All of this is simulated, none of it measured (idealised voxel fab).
voxel spacer lines: a process module
Cross-section cut: width 195 nm, square cells of 5 nm.
Heads up, the way a cross-section reads in here is a grid of square cells, handed over as bands from the top down, with every band being one or more rows of cells. A band entry consists of two parts. The first gives the height of the band's top and the height of its bottom, in nm. The rest lists the band's materials from left to right, each with its width in nm. A single material labelled with the word "full width" fills the band from edge to edge, and the word "empty" marks empty space. Height 0 is the level under which the wafer as received is all one material. The lowest band goes on downwards, as in "0 -> down". You'd read "30 to 40" like this: the band's top row of cells is as wide as the first number, its bottom row is as wide as the second, and going down, every row changes width by the same amount as the row before did. "nothing got changed" (step): cross-section cells unchanged, all of them. So "Catalogued sealed voids" is basically the list of trapped voids: any empty space of 8 cells or more that can't reach the top through an opening. They're written width x height at distance, the distance being from the left edge, and it's all nm. That trailing text on a step's line, after the settings, is the simulator's own remark on the step. overlay nm: on a step with a mask, how far right of its planned place the mask lay; negative means left.

Listed below are the process steps as planned
1) RECEIVE: material Si
2) CONFORMAL_DEP: material Al2O3, thk nm 10
3) DIRECTIONAL_DEP: material polySi, thk nm 10
4) DIRECTIONAL_DEP: material aC, thk nm 25
5) PATTERN: tone cover, mask id MANDREL, material resist, width nm 15, pitch nm 50, thk nm 35, overlay nm 0
6) DIRECTIONAL_ETCH: etch materials aC, depth nm 25
7) STRIP: etch materials resist
8) CONFORMAL_DEP: material SiO2, thk nm 10
9) DIRECTIONAL_ETCH: etch materials SiO2, depth nm 10
10) STRIP: etch materials aC
11) DIRECTIONAL_ETCH: etch materials polySi, depth nm 10
12) STRIP: etch materials SiO2

Concerning the first of two wafers, which was run in accordance with the plan

Cross-section, incoming material, after step 1
- 0 -> down  Si full width
- Catalogued sealed voids: none

Take a look at the wafer's cross-section after step 2
- 10 -> 0  Al2O3 full width
- Rest of section, below 0: as before.

Take a look at the wafer's cross-section after step 3
- 20 -> 10  polySi full width
- Rest of section, below 10: as before.

Take a look at the wafer's cross-section after step 4
- 45 -> 20  aC full width
- Rest of section, below 20: as before.

Take a look at the wafer's cross-section after step 5
- 80 -> 45  empty=40  resist=15  empty=35  resist=15  empty=35  resist=15  empty=40
- Rest of section, below 45: as before.

Take a look at the wafer's cross-section after step 6
- 55 -> 45  empty=40  resist=15  empty=35  resist=15  empty=35  resist=15  empty=40
- 45 -> 20  empty=40  aC=15  empty=35  aC=15  empty=35  aC=15  empty=40
- Rest of section, below 20: as before.

Take a look at the wafer's cross-section after step 7
- 45 -> 20  empty=40  aC=15  empty=35  aC=15  empty=35  aC=15  empty=40
- Rest of section, below 20: as before.

Take a look at the wafer's cross-section after step 8
- 55 -> 45  empty=30  SiO2=35  empty=15  SiO2=35  empty=15  SiO2=35  empty=30
- 45 -> 30  empty=30  SiO2=10  aC=15  SiO2=10  empty=15  SiO2=10  aC=15  SiO2=10  empty=15  SiO2=10  aC=15  SiO2=10  empty=30
- 30 -> 20  SiO2=40  aC=15  SiO2=35  aC=15  SiO2=35  aC=15  SiO2=40
- Rest of section, below 20: as before.

Take a look at the wafer's cross-section after step 9
- 45 -> 20  empty=30  SiO2=10  aC=15  SiO2=10  empty=15  SiO2=10  aC=15  SiO2=10  empty=15  SiO2=10  aC=15  SiO2=10  empty=30
- Rest of section, below 20: as before.

Take a look at the wafer's cross-section after step 10
- 45 -> 20  empty=30  SiO2=10  empty=15  SiO2=10  empty=15  SiO2=10  empty=15  SiO2=10  empty=15  SiO2=10  empty=15  SiO2=10  empty=30
- Rest of section, below 20: as before.

Take a look at the wafer's cross-section after step 11
- 45 -> 20  empty=30  SiO2=10  empty=15  SiO2=10  empty=15  SiO2=10  empty=15  SiO2=10  empty=15  SiO2=10  empty=15  SiO2=10  empty=30
- 20 -> 10  empty=30  polySi=10  empty=15  polySi=10  empty=15  polySi=10  empty=15  polySi=10  empty=15  polySi=10  empty=15  polySi=10  empty=30
- Rest of section, below 10: as before.

Take a look at the wafer's cross-section after step 12
- 20 -> 10  empty=30  polySi=10  empty=15  polySi=10  empty=15  polySi=10  empty=15  polySi=10  empty=15  polySi=10  empty=15  polySi=10  empty=30
- Rest of section, below 10: as before.

Now the other wafer: same start, same recipe, but we messed up one thing when running it. Up to and including step 3 it's the same as the first one

Cross-sectional view of the second wafer at the intended end time of process step 4
- 45 -> 20  Al2O3 full width
- Rest of section, below 20: as before.

Cross-sectional view of the second wafer at the intended end time of process step 5
- 80 -> 45  empty=40  resist=15  empty=35  resist=15  empty=35  resist=15  empty=40
- Rest of section, below 45: as before.

Cross-sectional view of the second wafer at the intended end time of process step 6
- 55 -> 45  empty=40  resist=15  empty=35  resist=15  empty=35  resist=15  empty=40
- Rest of section, below 45: as before.

Cross-sectional view of the second wafer at the intended end time of process step 7
- 45 -> 20  Al2O3 full width
- Rest of section, below 20: as before.

Cross-sectional view of the second wafer at the intended end time of process step 8
- 55 -> 45  SiO2 full width
- Rest of section, below 45: as before.

Cross-sectional view of the second wafer at the intended end time of process step 9
- 45 -> 20  Al2O3 full width
- Rest of section, below 20: as before.

Cross-sectional view of the second wafer at the intended end time of process step 10: nothing got changed

Cross-sectional view of the second wafer at the intended end time of process step 11: nothing got changed

Cross-sectional view of the second wafer at the intended end time of process step 12: nothing got changed
Where did the run depart from the plan? step 4 ran with different settings than intended, the actual operation and settings being DIRECTIONAL_DEP: material Al2O3, thk nm 25
It is noted that, at the conclusion of processing, the second wafer exhibits a higher or lower cell count for certain materials relative to the first: 195 more of Al2O3 | 54 more of polySi
